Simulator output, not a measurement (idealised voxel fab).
The name of this process module is voxel ribs on slabs.
175 nm wide, 5 nm square cells: that's cross-section cut.
Each cross-section below is a grid of square cells, stated as bands in top-down order, with one or more rows of cells making up each band. Band: top and bottom heights (nm) first, top before bottom; then materials from left to right, widths in nm. "edge to edge" marks a sole material filling the band edge to edge. "blank" denotes empty space. All heights in this document are referenced to 0, defined as the level beneath which the wafer, as received, consists entirely of one material. The lowest band is not bounded below; it extends indefinitely downward and is written in the form "0 down". Graded width ("30->40"): value in top row of band = first number; value in bottom row = second number; row-to-row change constant. "nothing altered" (step): cross-section cells unchanged, all of them. What "Sealed cavities" gives you is every empty space of 8 cells or more that is cut off from the top. Each appears as width x height at distance, with the distance taken from the left edge and width, height and distance all in nm. Post-settings text on a step line: simulator's own remark regarding the step. overlay nm: step with mask; distance mask lay right of planned place; negative value = left of planned place.
Planned process steps
1. RECEIVE,material Si
2. DIRECTIONAL_DEP,material SiO2,thk nm 20
3. DIRECTIONAL_DEP,material polySi,thk nm 20
4. PATTERN,tone cover,mask id RIB,material resist,width nm 20,thk nm 20,overlay nm 0
5. DIRECTIONAL_ETCH,etch materials polySi,depth nm 10
6. STRIP,etch materials resist
7. MASKED_ETCH,tone cover,mask id SLAB,width nm 50,etch materials polySi,depth nm 10,overlay nm 0
8. FILL_DEP,material SiO2,thk nm 25
9. CMP,height nm 60
10. DIRECTIONAL_DEP,material TiN,thk nm 5
11. MASKED_ETCH,tone cover,mask id HEATER,width nm 30,etch materials TiN,depth nm 5,overlay nm 0
12. CONFORMAL_DEP,material SiN,thk nm 5
Here's what the wafer looked like in cross-section when it arrived - that's after step 1
> 0 down = Si edge to edge
> Sealed cavities: none
Looking at the first of two wafers in cross-section at end of module - ran to plan
> 70 to 65 = blank (65), then SiN (40), then blank (70)
> 65 to 60 = SiN (70), then TiN (30), then SiN (75)
> 60 to 40 = SiO2 edge to edge
> 40 to 30 = SiO2 (75), then polySi (20), then SiO2 (80)
> 30 to 20 = SiO2 (60), then polySi (50), then SiO2 (65)
> 20 to 0 = SiO2 edge to edge
> 0 down = Si edge to edge
> Sealed cavities: none
Cross-sectional image of the second wafer of the two following completion of the module. Starting state and process plan were the same as for the first wafer; one execution error occurred
> 70 to 65 = blank (65), then SiN (40), then blank (70)
> 65 to 60 = SiN (70), then TiN (30), then SiN (75)
> 60 to 40 = TiN edge to edge
> 40 to 30 = TiN (75), then polySi (20), then TiN (80)
> 30 to 20 = TiN (60), then polySi (50), then TiN (65)
> 20 to 0 = SiO2 edge to edge
> 0 down = Si edge to edge
> Sealed cavities: none
In executing the process, a mistake was made relative to the plan: step 8 ran differently from the plan; actual operation with settings: FILL_DEP,material TiN,thk nm 25
Looking at both finished wafers in cells, the second ends up ahead of or behind the first on some materials: 252 fewer of SiO2 | 252 more of TiN
